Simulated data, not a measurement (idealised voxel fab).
Module name: voxel wiring stack (process module)
This is section cut - it's 220 nm across, gridded in 5 nm square cells.
When this document writes out a cross-section, it uses a grid of square cells and lists it as bands, beginning at the top and moving down, with a band standing for one or more rows of cells. What a band's entry tells you: where the top is and where the bottom is, as heights in nm, and after that what lies inside, material by material from left to right, each with its width in nm. Empty space is written as the word "air", and a single material marked with the word "full width" occupies the band from edge to edge. For the purposes of this specification, 0 denotes the height below which the wafer in its as-received condition is composed wholly of one material, and the lowermost band, lacking a lower limit, extends downward without end, as expressed in "0 -> down". It should be noted that a width expressed as "30 to 40" varies in equal increments from row to row of cells within the band, taking the value of the first number at the top row and that of the second number at the bottom row. "remains unaltered" (step): cross-section cells unchanged, all of them. Basically, "Non-vented voids" tells you about the enclosed voids: empty spaces with no open way to the top, 8 cells or bigger, each written width x height at distance, where distance is from the left edge, all in nm. Heads up: the bit after the settings on a step's line is the simulator's remark on that step. The "overlay nm" setting may appear on a step's line; for a step that uses a mask, it gives how far to the right of its planned position the mask lay, and a negative value indicates the left.
**The steps planned for the process are as follows**
1. RECEIVE: material Si
2. CONFORMAL_DEP: material SiO2, thk nm 15
3. CONFORMAL_DEP: material SiN, thk nm 5
4. DIRECTIONAL_DEP: material SiO2, thk nm 25
5. PATTERN: tone open, mask id METAL_1, material resist, width nm 25, pitch nm 50, thk nm 20, overlay nm 0
6. DIRECTIONAL_ETCH: etch materials SiO2, depth nm 25
7. DIRECTIONAL_ETCH: etch materials SiN, depth nm 5
8. STRIP: etch materials resist
9. CONFORMAL_DEP: material TiN, thk nm 5
10. FILL_DEP: material W, thk nm 5
11. CMP: height nm 45
12. CONFORMAL_DEP: material SiCN, thk nm 5
13. DIRECTIONAL_DEP: material SiO2, thk nm 10
14. PATTERN: tone open, mask id PLUG_1, material resist, width nm 15, pitch nm 50, thk nm 20, overlay nm 0
15. DIRECTIONAL_ETCH: etch materials SiO2, depth nm 10
16. DIRECTIONAL_ETCH: etch materials SiCN, depth nm 5
17. STRIP: etch materials resist
18. EPI: material Ru, thk nm 10
19. EPI: material Ru, thk nm 5
20. DIRECTIONAL_DEP: material TiN, thk nm 5
21. DIRECTIONAL_DEP: material Ru, thk nm 25
22. PATTERN: tone cover, mask id METAL_2, material resist, width nm 25, pitch nm 50, thk nm 15, overlay nm 0
23. DIRECTIONAL_ETCH: etch materials Ru, depth nm 25
24. DIRECTIONAL_ETCH: etch materials TiN, depth nm 5
25. STRIP: etch materials resist
26. FILL_DEP: material SiO2, thk nm 10
27. CMP: height nm 90
28. CONFORMAL_DEP: material SiN, thk nm 5
**Cross-section of the incoming wafer, state after step 1**
  0 -> down = Si full width
  Non-vented voids: none
**Cross-sectional view of the first of the two wafers upon completion of the module, processed in accordance with the plan**
  95 -> 90 = SiN full width
  90 -> 65 = 70 nm SiO2, 25 nm Ru, 25 nm SiO2, 25 nm Ru, 75 nm SiO2
  65 -> 60 = 70 nm SiO2, 25 nm TiN, 25 nm SiO2, 25 nm TiN, 75 nm SiO2
  60 -> 50 = 70 nm SiO2, 15 nm Ru, 35 nm SiO2, 15 nm Ru, 85 nm SiO2
  50 -> 45 = 70 nm SiCN, 15 nm Ru, 35 nm SiCN, 15 nm Ru, 85 nm SiCN
  45 -> 20 = 70 nm SiO2, 5 nm TiN, 15 nm W, 5 nm TiN, 25 nm SiO2, 5 nm TiN, 15 nm W, 5 nm TiN, 75 nm SiO2
  20 -> 15 = 70 nm SiN, 25 nm TiN, 25 nm SiN, 25 nm TiN, 75 nm SiN
  15 -> 0 = SiO2 full width
  0 -> down = Si full width
  Non-vented voids: none
**Wafer two, end of module, cross-section. Same start, same plan as wafer one. One mistake in the run**
  95 -> 90 = SiN full width
  90 -> 65 = 70 nm SiO2, 25 nm Ru, 25 nm SiO2, 25 nm Ru, 75 nm SiO2
  65 -> 60 = 70 nm SiO2, 25 nm TiN, 25 nm SiO2, 25 nm TiN, 75 nm SiO2
  60 -> 50 = 70 nm SiO2, 15 nm Ru, 35 nm SiO2, 15 nm Ru, 85 nm SiO2
  50 -> 45 = 70 nm SiCN, 15 nm Ru, 35 nm SiCN, 15 nm Ru, 85 nm SiCN
  45 -> 35 = 70 nm SiO2, 5 nm TiN, 15 nm W, 5 nm TiN, 25 nm SiO2, 5 nm TiN, 15 nm W, 5 nm TiN, 75 nm SiO2
  35 -> 30 = 70 nm SiN, 25 nm TiN, 25 nm SiN, 25 nm TiN, 75 nm SiN
  30 -> 0 = SiO2 full width
  0 -> down = Si full width
  Non-vented voids: none
Want to know what went wrong? yeah, plan step 2 got run twice
End check, counted in cells, second wafer has more or fewer of these materials than the first: +30 SiO2; -12 TiN; -18 W
